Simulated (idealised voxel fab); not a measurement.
Title: Process Module voxel transistor to metal
Shown is cross-section cut, with a width of 200 nm and square cells of size 5 nm.
Cross-section layout: square cells on a grid; listed as bands, top to bottom; a band spans one or more cell rows.
The entry gives the band's vertical extent as a top height and a bottom height in nm, then its horizontal make-up as materials from left to right, each with a width in nm. "air" stands for empty space; a single material marked "full width" fills the band edge to edge.
The reference from which all heights are counted is 0, the level beneath which the as-received wafer is entirely one material; the lowest band, having no lower bound, proceeds downward and is written after the example "from 0 down".
With a width like "30..40", each row of cells in the band differs from the next by the same amount, the top row carrying the first number and the bottom row the second.
When a step is marked "no modification", none of the cells in the cross-section changed during that step.
Basically, "Cavities, sealed" tells you about the enclosed voids: empty spaces with no open way to the top, 8 cells or bigger, each written width x height at distance, where distance is from the left edge, all in nm.
Where a step's line continues beyond its settings, the continuation is a remark by the simulator itself on that step.
overlay nm: on a step with a mask, how far right of its planned place the mask lay; negative means left.
Below you will find pairs of cross-sections. In each, one shows the wafer before one process step and the other after it, with the after view ending at the lowest band that changed. Under each pair is the step separating them, along with its settings. Do not assume the pairs form a chain: they can come from different runs of this module on the same starting wafer, and a pair continues from the pair above it only when its "State before" entry says so.
### State before
    from 120 to 100  55 of resist  20 of air  55 of resist  20 of air  50 of resist
    from 100 to 90  55 of SiO2  20 of air  55 of SiO2  20 of air  50 of SiO2
    from 90 to 70  55 of SiO2  15 of air  60 of SiO2  15 of air  55 of SiO2
    from 70 to 65  55 of SiCN  15 of air  60 of SiCN  15 of air  55 of SiCN
    from 65 to 50  55 of SiO2  15 of Ru  60 of SiO2  15 of Ru  55 of SiO2
    from 50 to 45  55 of SiO2  15 of TiN  60 of SiO2  15 of TiN  55 of SiO2
    from 45 to 35  55 of SiO2  5 of TiN  5 of Ru  5 of TiN  60 of SiO2  5 of TiN  5 of Ru  5 of TiN  55 of SiO2
    from 35 to 25  55 of SiO2  5 of TiN  5 of Ru  5 of TiN  10 of SiO2  5 of SiN  5 of SiO2  20 of SiCN  5 of SiO2  5 of SiN  10 of SiO2  5 of TiN  5 of Ru  5 of TiN  55 of SiO2
    from 25 to 15  55 of SiO2  5 of TiN  5 of Ru  5 of TiN  10 of SiO2  5 of SiN  5 of SiO2  20 of polySi  5 of SiO2  5 of SiN  10 of SiO2  5 of TiN  5 of Ru  5 of TiN  55 of SiO2
    from 15 to 10  55 of SiO2  15 of TiN  10 of SiO2  5 of SiN  5 of SiO2  20 of polySi  5 of SiO2  5 of SiN  10 of SiO2  15 of TiN  55 of SiO2
    from 10 to 5  55 of SiO2  10 of TiN  15 of nSi  5 of SiN  5 of SiO2  20 of polySi  5 of SiO2  5 of SiN  15 of nSi  10 of TiN  55 of SiO2
    from 5 to 0  45 of SiO2  5 of SiN  5 of SiO2  10 of TiN  15 of nSi  5 of SiN  5 of SiO2  20 of polySi  5 of SiO2  5 of SiN  15 of nSi  10 of TiN  5 of SiO2  5 of SiN  45 of SiO2
    from 0 to -5  55 of SiO2  10 of TiN  15 of nSi  40 of SiO2  15 of nSi  10 of TiN  55 of SiO2
    from -5 to -20  50 of SiO2  30 of nSi  40 of Si  30 of nSi  50 of SiO2
    from -20 to -35  50 of SiO2  100 of Si  50 of SiO2
    from -35 down  Si full width
    Cavities, sealed: none
### Sectional View, Post-Process
    from 100 to 90  55 of SiO2  20 of air  55 of SiO2  20 of air  50 of SiO2
    Whatever lies below 90 is exactly as it was before.
    Cavities, sealed: none
Connecting step for the cross-sections above: op STRIP | etch materials resist
State before: Reference is made to the cross-section shown after the step in the pair directly above, which represents the state prior to this step.
### Sectional View, Post-Process
    from 105 to 100  60 of TiN  10 of air  65 of TiN  10 of air  55 of TiN
    from 100 to 90  55 of SiO2  5 of TiN  10..5 of air  5..10 of TiN  55 of SiO2  5 of TiN  10..5 of air  5..10 of TiN  50 of SiO2
    from 90 to 70  55 of SiO2  5 of TiN  5 of air  5 of TiN  60 of SiO2  5 of TiN  5 of air  5 of TiN  55 of SiO2
    from 70 to 65  55 of SiCN  15 of TiN  60 of SiCN  15 of TiN  55 of SiCN
    Whatever lies below 65 is exactly as it was before.
    Cavities, sealed: none
Connecting step for the cross-sections above: op CONFORMAL_DEP | material TiN | thk nm 5
State before: Reference is made to the cross-section shown after the step in the pair directly above, which represents the state prior to this step.
### Sectional View, Post-Process
    from 110 to 105  Cu full width
    from 105 to 100  60 of TiN  10 of Cu  65 of TiN  10 of Cu  55 of TiN
    from 100 to 90  55 of SiO2  5 of TiN  10..5 of Cu  5..10 of TiN  55 of SiO2  5 of TiN  10..5 of Cu  5..10 of TiN  50 of SiO2
    from 90 to 70  55 of SiO2  5 of TiN  5 of Cu  5 of TiN  60 of SiO2  5 of TiN  5 of Cu  5 of TiN  55 of SiO2
    Whatever lies below 70 is exactly as it was before.
    Cavities, sealed: none
Connecting step for the cross-sections above: op FILL_DEP | material Cu | thk nm 5
State before: Reference is made to the cross-section shown after the step in the pair directly above, which represents the state prior to this step.
### Sectional View, Post-Process
    from 100 to 90  55 of SiO2  5 of TiN  10..5 of Cu  5..10 of TiN  55 of SiO2  5 of TiN  10..5 of Cu  5..10 of TiN  50 of SiO2
    Whatever lies below 90 is exactly as it was before.
    Cavities, sealed: none
Connecting step for the cross-sections above: op CMP | height nm 100
State before: Reference is made to the cross-section shown after the step in the pair directly above, which represents the state prior to this step.
### Sectional View, Post-Process
    from 105 to 100  SiN full width
    Whatever lies below 100 is exactly as it was before.
    Cavities, sealed: none
Connecting step for the cross-sections above: op CONFORMAL_DEP | material SiN | thk nm 5
### State before
    from 30 to 20  aC full width
    from 20 to 5  SiN full width
    from 5 to 0  SiO2 full width
    from 0 down  Si full width
    Cavities, sealed: none
### Sectional View, Post-Process
    from 60 to 30  50 of air  110 of resist  40 of air
    Whatever lies below 30 is exactly as it was before.
    Cavities, sealed: none
Connecting step for the cross-sections above: op PATTERN | tone cover | mask id ACTIVE | material resist | width nm 110 | thk nm 30 | overlay nm 5
State before: Reference is made to the cross-section shown after the step in the pair directly above, which represents the state prior to this step.
### Sectional View, Post-Process
    from 50 to 30  50 of air  110 of resist  40 of air
    from 30 to 20  50 of air  110 of aC  40 of air
    Whatever lies below 20 is exactly as it was before.
    Cavities, sealed: none
Connecting step for the cross-sections above: op DIRECTIONAL_ETCH | etch materials aC | depth nm 10
State before: Reference is made to the cross-section shown after the step in the pair directly above, which represents the state prior to this step.
### Sectional View, Post-Process
    from 30 to 20  50 of air  110 of aC  40 of air
    Whatever lies below 20 is exactly as it was before.
    Cavities, sealed: none
Connecting step for the cross-sections above: op STRIP | etch materials resist
State before: Reference is made to the cross-section shown after the step in the pair directly above, which represents the state prior to this step.
### Sectional View, Post-Process
    from 30 to 20  50 of air  110 of aC  40 of air
    from 20 to 5  50 of air  110 of SiN  40 of air
    Whatever lies below 5 is exactly as it was before.
    Cavities, sealed: none
Connecting step for the cross-sections above: op DIRECTIONAL_ETCH | etch materials SiN | depth nm 15
State before: Reference is made to the cross-section shown after the step in the pair directly above, which represents the state prior to this step.
### Sectional View, Post-Process
    from 30 to 20  50 of air  110 of aC  40 of air
    from 20 to 5  50 of air  110 of SiN  40 of air
    from 5 to 0  50 of air  110 of SiO2  40 of air
    Whatever lies below 0 is exactly as it was before.
    Cavities, sealed: none
Connecting step for the cross-sections above: op DIRECTIONAL_ETCH | etch materials SiO2 | depth nm 5
State before: Reference is made to the cross-section shown after the step in the pair directly above, which represents the state prior to this step.
### Sectional View, Post-Process
    from 30 to 20  50 of air  110 of aC  40 of air
    from 20 to 5  50 of air  110 of SiN  40 of air
    from 5 to 0  50 of air  110 of SiO2  40 of air
    from 0 to -30  50 of air  110 of Si  40 of air
    Whatever lies below -30 is exactly as it was before.
    Cavities, sealed: none
Connecting step for the cross-sections above: op DIRECTIONAL_ETCH | etch materials Si | depth nm 30
State before: Reference is made to the cross-section shown after the step in the pair directly above, which represents the state prior to this step.
### Sectional View, Post-Process
    from 20 to 5  50 of air  110 of SiN  40 of air
    Whatever lies below 5 is exactly as it was before.
    Cavities, sealed: none
Connecting step for the cross-sections above: op STRIP | etch materials aC
State before: Reference is made to the cross-section shown after the step in the pair directly above, which represents the state prior to this step.
### Sectional View, Post-Process
    from 20 to 5  50 of air  110 of SiN  40 of air
    from 5 to 0  50 of air  110 of SiO2  40 of air
    from 0 to -30  50 of air  5 of SiO2  100 of Si  5 of SiO2  40 of air
    from -30 to -35  55 of SiO2  100 of Si  45 of SiO2
    Whatever lies below -35 is exactly as it was before.
    Cavities, sealed: none
Connecting step for the cross-sections above: op OXIDIZE | depth nm 5
State before: Reference is made to the cross-section shown after the step in the pair directly above, which represents the state prior to this step.
### Sectional View, Post-Process
    from 35 to 20  SiO2 full width
    from 20 to 5  50 of SiO2  110 of SiN  40 of SiO2
    from 5 to 0  SiO2 full width
    from 0 to -35  55 of SiO2  100 of Si  45 of SiO2
    Whatever lies below -35 is exactly as it was before.
    Cavities, sealed: none
Connecting step for the cross-sections above: op FILL_DEP | material SiO2 | thk nm 15
State before: Reference is made to the cross-section shown after the step in the pair directly above, which represents the state prior to this step.
### Sectional View, Post-Process
    from 20 to 5  50 of SiO2  110 of SiN  40 of SiO2
    Whatever lies below 5 is exactly as it was before.
    Cavities, sealed: none
Connecting step for the cross-sections above: op CMP | height nm 20
State before: Reference is made to the cross-section shown after the step in the pair directly above, which represents the state prior to this step.
### Sectional View, Post-Process
    from 20 to 10  50 of air  110 of SiN  40 of air
    Whatever lies below 10 is exactly as it was before.
    Cavities, sealed: none
Connecting step for the cross-sections above: op SELECTIVE_ETCH | etch materials SiO2 | depth nm 10
State before: Reference is made to the cross-section shown after the step in the pair directly above, which represents the state prior to this step.
### Sectional View, Post-Process
    from 10 to 5  50 of SiO2  110 of air  40 of SiO2
    Whatever lies below 5 is exactly as it was before.
    Cavities, sealed: none
Connecting step for the cross-sections above: op STRIP | etch materials SiN
State before: Reference is made to the cross-section shown after the step in the pair directly above, which represents the state prior to this step.
### Sectional View, Post-Process
    from 5 to 0  45 of SiO2  120 of air  35 of SiO2
    Whatever lies below 0 is exactly as it was before.
    Cavities, sealed: none
Connecting step for the cross-sections above: op SELECTIVE_ETCH | etch materials SiO2 | depth nm 5
State before: Reference is made to the cross-section shown after the step in the pair directly above, which represents the state prior to this step.
### Sectional View, Post-Process
    from 5 to 0  45 of SiO2  120 of air  35 of SiO2
    from 0 to -5  SiO2 full width
    Whatever lies below -5 is exactly as it was before.
    Cavities, sealed: none
Connecting step for the cross-sections above: op OXIDIZE | depth nm 5
State before: Reference is made to the cross-section shown after the step in the pair directly above, which represents the state prior to this step.
### Sectional View, Post-Process
    from 30 to 25  45 of polySi  120 of air  35 of polySi
    from 25 to 5  polySi full width
    from 5 to 0  45 of SiO2  120 of polySi  35 of SiO2
    Whatever lies below 0 is exactly as it was before.
    Cavities, sealed: none
Connecting step for the cross-sections above: op DIRECTIONAL_DEP | material polySi | thk nm 25
State before: Reference is made to the cross-section shown after the step in the pair directly above, which represents the state prior to this step.
### Sectional View, Post-Process
    from 40 to 35  45 of SiCN  120 of air  35 of SiCN
    from 35 to 30  SiCN full width
    from 30 to 25  45 of polySi  120 of SiCN  35 of polySi
    Whatever lies below 25 is exactly as it was before.
    Cavities, sealed: none
Connecting step for the cross-sections above: op DIRECTIONAL_DEP | material SiCN | thk nm 10
State before: Reference is made to the cross-section shown after the step in the pair directly above, which represents the state prior to this step.
### Sectional View, Post-Process
    from 35 to 30  90 of air  20 of SiCN  90 of air
    from 30 to 25  45 of polySi  45 of air  20 of SiCN  55 of air  35 of polySi
    Whatever lies below 25 is exactly as it was before.
    Cavities, sealed: none
Connecting step for the cross-sections above: op MASKED_ETCH | tone cover | mask id GATE | width nm 20 | etch materials SiCN | depth nm 20 | overlay nm 0
State before: Reference is made to the cross-section shown after the step in the pair directly above, which represents the state prior to this step.
### Sectional View, Post-Process
    from 35 to 25  90 of air  20 of SiCN  90 of air
    from 25 to 5  90 of air  20 of polySi  90 of air
    from 5 to 0  45 of SiO2  45 of air  20 of polySi  55 of air  35 of SiO2
    Whatever lies below 0 is exactly as it was before.
    Cavities, sealed: none
Connecting step for the cross-sections above: op MASKED_ETCH | tone cover | mask id GATE | width nm 20 | etch materials polySi | depth nm 35 | overlay nm 0
State before: Reference is made to the cross-section shown after the step in the pair directly above, which represents the state prior to this step.
### Sectional View, Post-Process
    from 40 to 35  85 of air  30 of SiO2  85 of air
    from 35 to 25  85 of air  5 of SiO2  20 of SiCN  5 of SiO2  85 of air
    from 25 to 10  85 of air  5 of SiO2  20 of polySi  5 of SiO2  85 of air
    from 10 to 5  50 of SiO2  35 of air  5 of SiO2  20 of polySi  5 of SiO2  45 of air  40 of SiO2
    from 5 to 0  90 of SiO2  20 of polySi  90 of SiO2
    Whatever lies below 0 is exactly as it was before.
    Cavities, sealed: none
Connecting step for the cross-sections above: op CONFORMAL_DEP | material SiO2 | thk nm 5
State before: Reference is made to the cross-section shown after the step in the pair directly above, which represents the state prior to this step.
### Sectional View, Post-Process
    from 35 to 25  85 of air  5 of SiO2  20 of SiCN  5 of SiO2  85 of air
    from 25 to 5  85 of air  5 of SiO2  20 of polySi  5 of SiO2  85 of air
    from 5 to 0  50 of SiO2  35 of air  5 of SiO2  20 of polySi  5 of SiO2  45 of air  40 of SiO2
    Whatever lies below 0 is exactly as it was before.
    Cavities, sealed: none
Connecting step for the cross-sections above: op DIRECTIONAL_ETCH | etch materials SiO2 | depth nm 5
State before: Reference is made to the cross-section shown after the step in the pair directly above, which represents the state prior to this step.
### Sectional View, Post-Process
    from 40 to 35  80 of air  40 of SiN  80 of air
    from 35 to 25  80 of air  5 of SiN  5 of SiO2  20 of SiCN  5 of SiO2  5 of SiN  80 of air
    from 25 to 10  80 of air  5 of SiN  5 of SiO2  20 of polySi  5 of SiO2  5 of SiN  80 of air
    from 10 to 5  55 of SiN  25 of air  5 of SiN  5 of SiO2  20 of polySi  5 of SiO2  5 of SiN  35 of air  45 of SiN
    from 5 to 0  50 of SiO2  35 of SiN  5 of SiO2  20 of polySi  5 of SiO2  45 of SiN  40 of SiO2
    Whatever lies below 0 is exactly as it was before.
    Cavities, sealed: none
Connecting step for the cross-sections above: op CONFORMAL_DEP | material SiN | thk nm 5
State before: Reference is made to the cross-section shown after the step in the pair directly above, which represents the state prior to this step.
### Sectional View, Post-Process
    from 35 to 25  80 of air  5 of SiN  5 of SiO2  20 of SiCN  5 of SiO2  5 of SiN  80 of air
    from 25 to 5  80 of air  5 of SiN  5 of SiO2  20 of polySi  5 of SiO2  5 of SiN  80 of air
    from 5 to 0  50 of SiO2  5 of SiN  25 of air  5 of SiN  5 of SiO2  20 of polySi  5 of SiO2  5 of SiN  35 of air  5 of SiN  40 of SiO2
    Whatever lies below 0 is exactly as it was before.
    Cavities, sealed: none
Connecting step for the cross-sections above: op DIRECTIONAL_ETCH | etch materials SiN | depth nm 5
State before: Reference is made to the cross-section shown after the step in the pair directly above, which represents the state prior to this step.
### Sectional View, Post-Process
    from 35 to 30  80 of air  5 of SiN  5 of air  20 of SiCN  5 of air  5 of SiN  80 of air
    from 30 to 25  80 of air  5 of SiN  5 of SiO2  20 of SiCN  5 of SiO2  5 of SiN  80 of air
    from 25 to 5  80 of air  5 of SiN  5 of SiO2  20 of polySi  5 of SiO2  5 of SiN  80 of air
    from 5 to 0  50 of air  5 of SiN  25 of air  5 of SiN  5 of SiO2  20 of polySi  5 of SiO2  5 of SiN  35 of air  5 of SiN  40 of air
    from 0 to -5  55 of SiO2  25 of air  40 of SiO2  35 of air  45 of SiO2
    Whatever lies below -5 is exactly as it was before.
    Cavities, sealed: none
Connecting step for the cross-sections above: op DIRECTIONAL_ETCH | etch materials SiO2 | depth nm 5
State before: Reference is made to the cross-section shown after the step in the pair directly above, which represents the state prior to this step.
### Sectional View, Post-Process
    from 35 to 30  80 of air  5 of SiN  5 of air  20 of SiCN  5 of air  5 of SiN  80 of air
    from 30 to 25  80 of air  5 of SiN  5 of SiO2  20 of SiCN  5 of SiO2  5 of SiN  80 of air
    from 25 to 5  80 of air  5 of SiN  5 of SiO2  20 of polySi  5 of SiO2  5 of SiN  80 of air
    from 5 to 0  50 of air  5 of SiN  25 of air  5 of SiN  5 of SiO2  20 of polySi  5 of SiO2  5 of SiN  35 of air  5 of SiN  40 of air
    from 0 to -5  55 of SiO2  25 of air  40 of SiO2  35 of air  45 of SiO2
    from -5 to -20  55 of SiO2  25 of air  40 of Si  35 of air  45 of SiO2
    Whatever lies below -20 is exactly as it was before.
    Cavities, sealed: none
Connecting step for the cross-sections above: op DIRECTIONAL_ETCH | etch materials Si | depth nm 15
State before: Reference is made to the cross-section shown after the step in the pair directly above, which represents the state prior to this step.
### Sectional View, Post-Process
    from 35 to 30  80 of air  5 of SiN  5 of air  20 of SiCN  5 of air  5 of SiN  80 of air
    from 30 to 25  80 of air  5 of SiN  5 of SiO2  20 of SiCN  5 of SiO2  5 of SiN  80 of air
    from 25 to 10  80 of air  5 of SiN  5 of SiO2  20 of polySi  5 of SiO2  5 of SiN  80 of air
    from 10 to 5  65 of air  15 of nSi  5 of SiN  5 of SiO2  20 of polySi  5 of SiO2  5 of SiN  15 of nSi  65 of air
    from 5 to 0  50 of air  5 of SiN  10 of air  15 of nSi  5 of SiN  5 of SiO2  20 of polySi  5 of SiO2  5 of SiN  15 of nSi  20 of air  5 of SiN  40 of air
    from 0 to -5  55 of SiO2  10 of air  15 of nSi  40 of SiO2  15 of nSi  20 of air  45 of SiO2
    from -5 to -20  55 of SiO2  25 of nSi  40 of Si  35 of nSi  45 of SiO2
    Whatever lies below -20 is exactly as it was before.
    Cavities, sealed: none
Connecting step for the cross-sections above: op EPI | material nSi | thk nm 15
State before: Reference is made to the cross-section shown after the step in the pair directly above, which represents the state prior to this step.
### Sectional View, Post-Process
    from 45 to 35  SiO2 full width
    from 35 to 25  80 of SiO2  5 of SiN  5 of SiO2  20 of SiCN  5 of SiO2  5 of SiN  80 of SiO2
    from 25 to 10  80 of SiO2  5 of SiN  5 of SiO2  20 of polySi  5 of SiO2  5 of SiN  80 of SiO2
    from 10 to 5  65 of SiO2  15 of nSi  5 of SiN  5 of SiO2  20 of polySi  5 of SiO2  5 of SiN  15 of nSi  65 of SiO2
    from 5 to 0  50 of SiO2  5 of SiN  10 of SiO2  15 of nSi  5 of SiN  5 of SiO2  20 of polySi  5 of SiO2  5 of SiN  15 of nSi  20 of SiO2  5 of SiN  40 of SiO2
    from 0 to -5  65 of SiO2  15 of nSi  40 of SiO2  15 of nSi  65 of SiO2
    Whatever lies below -5 is exactly as it was before.
    Cavities, sealed: none
Connecting step for the cross-sections above: op FILL_DEP | material SiO2 | thk nm 10
State before: Reference is made to the cross-section shown after the step in the pair directly above, which represents the state prior to this step.
### Sectional View, Post-Process
    from 35 to 25  80 of SiO2  5 of SiN  5 of SiO2  20 of SiCN  5 of SiO2  5 of SiN  80 of SiO2
    Whatever lies below 25 is exactly as it was before.
    Cavities, sealed: none
Connecting step for the cross-sections above: op CMP | height nm 35
State before: Reference is made to the cross-section shown after the step in the pair directly above, which represents the state prior to this step.
### Sectional View, Post-Process
    from 45 to 35  SiO2 full width
    Whatever lies below 35 is exactly as it was before.
    Cavities, sealed: none
Connecting step for the cross-sections above: op DIRECTIONAL_DEP | material SiO2 | thk nm 10
State before: Reference is made to the cross-section shown after the step in the pair directly above, which represents the state prior to this step.
### Sectional View, Post-Process
    from 60 to 45  aC full width
    Whatever lies below 45 is exactly as it was before.
    Cavities, sealed: none
Connecting step for the cross-sections above: op DIRECTIONAL_DEP | material aC | thk nm 15
State before: Reference is made to the cross-section shown after the step in the pair directly above, which represents the state prior to this step.
### Sectional View, Post-Process
    from 95 to 60  55 of resist  15 of air  60 of resist  15 of air  55 of resist
    Whatever lies below 60 is exactly as it was before.
    Cavities, sealed: none
Connecting step for the cross-sections above: op PATTERN | tone open | mask id CONTACT | material resist | width nm 15 | pitch nm 75 | thk nm 35 | overlay nm 0
State before: Reference is made to the cross-section shown after the step in the pair directly above, which represents the state prior to this step.
### Sectional View, Post-Process
    from 80 to 60  55 of resist  15 of air  60 of resist  15 of air  55 of resist
    from 60 to 45  55 of aC  15 of air  60 of aC  15 of air  55 of aC
    Whatever lies below 45 is exactly as it was before.
    Cavities, sealed: none
Connecting step for the cross-sections above: op DIRECTIONAL_ETCH | etch materials aC | depth nm 15
State before: Reference is made to the cross-section shown after the step in the pair directly above, which represents the state prior to this step.
### Sectional View, Post-Process
    from 60 to 45  55 of aC  15 of air  60 of aC  15 of air  55 of aC
    Whatever lies below 45 is exactly as it was before.
    Cavities, sealed: none
Connecting step for the cross-sections above: op STRIP | etch materials resist
State before: Reference is made to the cross-section shown after the step in the pair directly above, which represents the state prior to this step.
### Sectional View, Post-Process
    from 60 to 45  55 of aC  15 of air  60 of aC  15 of air  55 of aC
    from 45 to 35  55 of SiO2  15 of air  60 of SiO2  15 of air  55 of SiO2
    from 35 to 25  55 of SiO2  15 of air  10 of SiO2  5 of SiN  5 of SiO2  20 of SiCN  5 of SiO2  5 of SiN  10 of SiO2  15 of air  55 of SiO2
    from 25 to 10  55 of SiO2  15 of air  10 of SiO2  5 of SiN  5 of SiO2  20 of polySi  5 of SiO2  5 of SiN  10 of SiO2  15 of air  55 of SiO2
    from 10 to 5  55 of SiO2  10 of air  15 of nSi  5 of SiN  5 of SiO2  20 of polySi  5 of SiO2  5 of SiN  15 of nSi  10 of air  55 of SiO2
    from 5 to 0  50 of SiO2  5 of SiN  10 of air  15 of nSi  5 of SiN  5 of SiO2  20 of polySi  5 of SiO2  5 of SiN  15 of nSi  10 of air  10 of SiO2  5 of SiN  40 of SiO2
    from 0 to -5  55 of SiO2  10 of air  15 of nSi  40 of SiO2  15 of nSi  10 of air  55 of SiO2
    Whatever lies below -5 is exactly as it was before.
    Cavities, sealed: none
Connecting step for the cross-sections above: op DIRECTIONAL_ETCH | etch materials SiO2 | depth nm 50
State before: Reference is made to the cross-section shown after the step in the pair directly above, which represents the state prior to this step.
### Sectional View, Post-Process
    from 45 to 35  55 of SiO2  15 of air  60 of SiO2  15 of air  55 of SiO2
    Whatever lies below 35 is exactly as it was before.
    Cavities, sealed: none
Connecting step for the cross-sections above: op STRIP | etch materials aC
State before: Reference is made to the cross-section shown after the step in the pair directly above, which represents the state prior to this step.
### Sectional View, Post-Process
    from 50 to 45  60 of TiN  5 of air  70 of TiN  5 of air  60 of TiN
    from 45 to 35  55 of SiO2  5 of TiN  5 of air  5 of TiN  60 of SiO2  5 of TiN  5 of air  5 of TiN  55 of SiO2
    from 35 to 25  55 of SiO2  5 of TiN  5 of air  5 of TiN  10 of SiO2  5 of SiN  5 of SiO2  20 of SiCN  5 of SiO2  5 of SiN  10 of SiO2  5 of TiN  5 of air  5 of TiN  55 of SiO2
    from 25 to 15  55 of SiO2  5 of TiN  5 of air  5 of TiN  10 of SiO2  5 of SiN  5 of SiO2  20 of polySi  5 of SiO2  5 of SiN  10 of SiO2  5 of TiN  5 of air  5 of TiN  55 of SiO2
    from 15 to 10  55 of SiO2  15 of TiN  10 of SiO2  5 of SiN  5 of SiO2  20 of polySi  5 of SiO2  5 of SiN  10 of SiO2  15 of TiN  55 of SiO2
    from 10 to 5  55 of SiO2  10 of TiN  15 of nSi  5 of SiN  5 of SiO2  20 of polySi  5 of SiO2  5 of SiN  15 of nSi  10 of TiN  55 of SiO2
    from 5 to 0  50 of SiO2  5 of SiN  10 of TiN  15 of nSi  5 of SiN  5 of SiO2  20 of polySi  5 of SiO2  5 of SiN  15 of nSi  10 of TiN  10 of SiO2  5 of SiN  40 of SiO2
    from 0 to -5  55 of SiO2  10 of TiN  15 of nSi  40 of SiO2  15 of nSi  10 of TiN  55 of SiO2
    Whatever lies below -5 is exactly as it was before.
    Cavities, sealed: none
Connecting step for the cross-sections above: op CONFORMAL_DEP | material TiN | thk nm 5
State before: Reference is made to the cross-section shown after the step in the pair directly above, which represents the state prior to this step.
### Sectional View, Post-Process
    from 60 to 50  Ru full width
    from 50 to 45  60 of TiN  5 of Ru  70 of TiN  5 of Ru  60 of TiN
    from 45 to 35  55 of SiO2  5 of TiN  5 of Ru  5 of TiN  60 of SiO2  5 of TiN  5 of Ru  5 of TiN  55 of SiO2
    from 35 to 25  55 of SiO2  5 of TiN  5 of Ru  5 of TiN  10 of SiO2  5 of SiN  5 of SiO2  20 of SiCN  5 of SiO2  5 of SiN  10 of SiO2  5 of TiN  5 of Ru  5 of TiN  55 of SiO2
    from 25 to 15  55 of SiO2  5 of TiN  5 of Ru  5 of TiN  10 of SiO2  5 of SiN  5 of SiO2  20 of polySi  5 of SiO2  5 of SiN  10 of SiO2  5 of TiN  5 of Ru  5 of TiN  55 of SiO2
    Whatever lies below 15 is exactly as it was before.
    Cavities, sealed: none
Connecting step for the cross-sections above: op FILL_DEP | material Ru | thk nm 10
State before: Reference is made to the cross-section shown after the step in the pair directly above, which represents the state prior to this step.
### Sectional View, Post-Process
    from 45 to 35  55 of SiO2  5 of TiN  5 of Ru  5 of TiN  60 of SiO2  5 of TiN  5 of Ru  5 of TiN  55 of SiO2
    Whatever lies below 35 is exactly as it was before.
    Cavities, sealed: none
Connecting step for the cross-sections above: op CMP | height nm 45
State before: Reference is made to the cross-section shown after the step in the pair directly above, which represents the state prior to this step.
### Sectional View, Post-Process
    from 50 to 45  TiN full width
    Whatever lies below 45 is exactly as it was before.
    Cavities, sealed: none
Connecting step for the cross-sections above: op DIRECTIONAL_DEP | material TiN | thk nm 5
State before: Reference is made to the cross-section shown after the step in the pair directly above, which represents the state prior to this step.
### Sectional View, Post-Process
    from 65 to 50  Ru full width
    Whatever lies below 50 is exactly as it was before.
    Cavities, sealed: none
Connecting step for the cross-sections above: op DIRECTIONAL_DEP | material Ru | thk nm 15
State before: Reference is made to the cross-section shown after the step in the pair directly above, which represents the state prior to this step.
### Sectional View, Post-Process
    from 75 to 65  aC full width
    Whatever lies below 65 is exactly as it was before.
    Cavities, sealed: none
Connecting step for the cross-sections above: op DIRECTIONAL_DEP | material aC | thk nm 10
State before: Reference is made to the cross-section shown after the step in the pair directly above, which represents the state prior to this step.
### Sectional View, Post-Process
    from 105 to 75  55 of air  15 of resist  60 of air  15 of resist  55 of air
    Whatever lies below 75 is exactly as it was before.
    Cavities, sealed: none
Connecting step for the cross-sections above: op PATTERN | tone cover | mask id METAL_1 | material resist | width nm 15 | pitch nm 75 | thk nm 30 | overlay nm 0
State before: Reference is made to the cross-section shown after the step in the pair directly above, which represents the state prior to this step.
### Sectional View, Post-Process
    from 95 to 75  55 of air  15 of resist  60 of air  15 of resist  55 of air
    from 75 to 65  55 of air  15 of aC  60 of air  15 of aC  55 of air
    Whatever lies below 65 is exactly as it was before.
    Cavities, sealed: none
Connecting step for the cross-sections above: op DIRECTIONAL_ETCH | etch materials aC | depth nm 10
State before: Reference is made to the cross-section shown after the step in the pair directly above, which represents the state prior to this step.
### Sectional View, Post-Process
    from 75 to 65  55 of air  15 of aC  60 of air  15 of aC  55 of air
    Whatever lies below 65 is exactly as it was before.
    Cavities, sealed: none
Connecting step for the cross-sections above: op STRIP | etch materials resist
State before: Reference is made to the cross-section shown after the step in the pair directly above, which represents the state prior to this step.
### Sectional View, Post-Process
    from 75 to 65  55 of air  15 of aC  60 of air  15 of aC  55 of air
    from 65 to 50  55 of air  15 of Ru  60 of air  15 of Ru  55 of air
    Whatever lies below 50 is exactly as it was before.
    Cavities, sealed: none
Connecting step for the cross-sections above: op DIRECTIONAL_ETCH | etch materials Ru | depth nm 15
State before: Reference is made to the cross-section shown after the step in the pair directly above, which represents the state prior to this step.
### Sectional View, Post-Process
    from 75 to 65  55 of air  15 of aC  60 of air  15 of aC  55 of air
    from 65 to 50  55 of air  15 of Ru  60 of air  15 of Ru  55 of air
    from 50 to 45  55 of air  15 of TiN  60 of air  15 of TiN  55 of air
    Whatever lies below 45 is exactly as it was before.
    Cavities, sealed: none
Connecting step for the cross-sections above: op DIRECTIONAL_ETCH | etch materials TiN | depth nm 5
State before: Reference is made to the cross-section shown after the step in the pair directly above, which represents the state prior to this step.
### Sectional View, Post-Process
    from 65 to 50  55 of air  15 of Ru  60 of air  15 of Ru  55 of air
    Whatever lies below 50 is exactly as it was before.
    Cavities, sealed: none
Connecting step for the cross-sections above: op STRIP | etch materials aC
State before: Reference is made to the cross-section shown after the step in the pair directly above, which represents the state prior to this step.
### Sectional View, Post-Process
    from 75 to 65  SiO2 full width
    from 65 to 50  55 of SiO2  15 of Ru  60 of SiO2  15 of Ru  55 of SiO2
    from 50 to 45  55 of SiO2  15 of TiN  60 of SiO2  15 of TiN  55 of SiO2
    Whatever lies below 45 is exactly as it was before.
    Cavities, sealed: none
Connecting step for the cross-sections above: op FILL_DEP | material SiO2 | thk nm 10
State before: Reference is made to the cross-section shown after the step in the pair directly above, which represents the state prior to this step.
### Sectional View, Post-Process
    from 65 to 50  55 of SiO2  15 of Ru  60 of SiO2  15 of Ru  55 of SiO2
    Whatever lies below 50 is exactly as it was before.
    Cavities, sealed: none
Connecting step for the cross-sections above: op CMP | height nm 65
State before: Reference is made to the cross-section shown after the step in the pair directly above, which represents the state prior to this step.
### Sectional View, Post-Process
    from 70 to 65  SiCN full width
    Whatever lies below 65 is exactly as it was before.
    Cavities, sealed: none
Connecting step for the cross-sections above: op CONFORMAL_DEP | material SiCN | thk nm 5
State before: Reference is made to the cross-section shown after the step in the pair directly above, which represents the state prior to this step.
### Sectional View, Post-Process
    from 100 to 70  SiO2 full width
    Whatever lies below 70 is exactly as it was before.
    Cavities, sealed: none
Connecting step for the cross-sections above: op DIRECTIONAL_DEP | material SiO2 | thk nm 30
State before: Reference is made to the cross-section shown after the step in the pair directly above, which represents the state prior to this step.
### Sectional View, Post-Process
    from 115 to 100  aC full width
    Whatever lies below 100 is exactly as it was before.
    Cavities, sealed: none
Connecting step for the cross-sections above: op DIRECTIONAL_DEP | material aC | thk nm 15
State before: Reference is made to the cross-section shown after the step in the pair directly above, which represents the state prior to this step.
### Sectional View, Post-Process
    from 145 to 115  55 of resist  15 of air  60 of resist  15 of air  55 of resist
    Whatever lies below 115 is exactly as it was before.
    Cavities, sealed: none
Connecting step for the cross-sections above: op PATTERN | tone open | mask id METAL_2 | material resist | width nm 15 | pitch nm 75 | thk nm 30 | overlay nm 0
